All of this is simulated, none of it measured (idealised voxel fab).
process module | voxel released beams
cross-section cut | 155 nm wide | cells 5 nm
A cross-section is a grid of square cells, given in bands from the top down. A band is one or more rows of cells.
Each band's line starts with the height of the band's top and of its bottom, in nm. Then come its materials from left to right, each with its width in nm. One material with "throughout" fills the band from edge to edge. "air" is empty space.
Height 0 is the level under which the wafer as received is all one material. The lowest band goes on downwards, as in "0 down".
A width such as "30 to 40" changes by the same amount from each row of cells to the next, from the band's top row to its bottom row.
"no change" after a step means that no cell of the cross-section changed.
closed voids: empty space of 8 cells or more with no open way to the top, each as width x height at its distance from the left edge, in nm
after a step's settings: what the simulator itself notes on the step
overlay nm, on a step with a mask: how far to the right of its planned place the mask lay; to the left if negative
plan
1 op RECEIVE | material Si
2 op CONFORMAL_DEP | material Al2O3 | thk nm 5
3 op DIRECTIONAL_DEP | material SiO2 | thk nm 10
4 op DIRECTIONAL_DEP | material aC | thk nm 15
5 op PATTERN | tone open | mask id ANCHOR | material resist | width nm 40 | thk nm 35 | overlay nm 0
6 op DIRECTIONAL_ETCH | etch materials aC | depth nm 15
7 op STRIP | etch materials resist
8 op DIRECTIONAL_ETCH | etch materials SiO2 | depth nm 10
9 op STRIP | etch materials aC
10 op CONFORMAL_DEP | material SiN | thk nm 15
11 op MASKED_ETCH | tone cover | mask id BEAM | width nm 100 | etch materials SiN | depth nm 15 | overlay nm 0
12 op STRIP | etch materials SiO2
varied across the wafers: thk nm of step 2. The plan shows the first wafer's value. All wafers start alike
first wafer as received, after step 1
  0 down: Si throughout
  closed voids: none
each wafer at the end: cells of each material gained (+) or lost (-) since it was received, then its closed voids
thk nm 5 | +31 Al2O3 | +72 SiN | closed voids: none
thk nm 10 | +62 Al2O3 | +72 SiN | closed voids: none
thk nm 15 | +93 Al2O3 | +72 SiN | closed voids: none
thk nm 20 | +124 Al2O3 | +72 SiN | closed voids: none
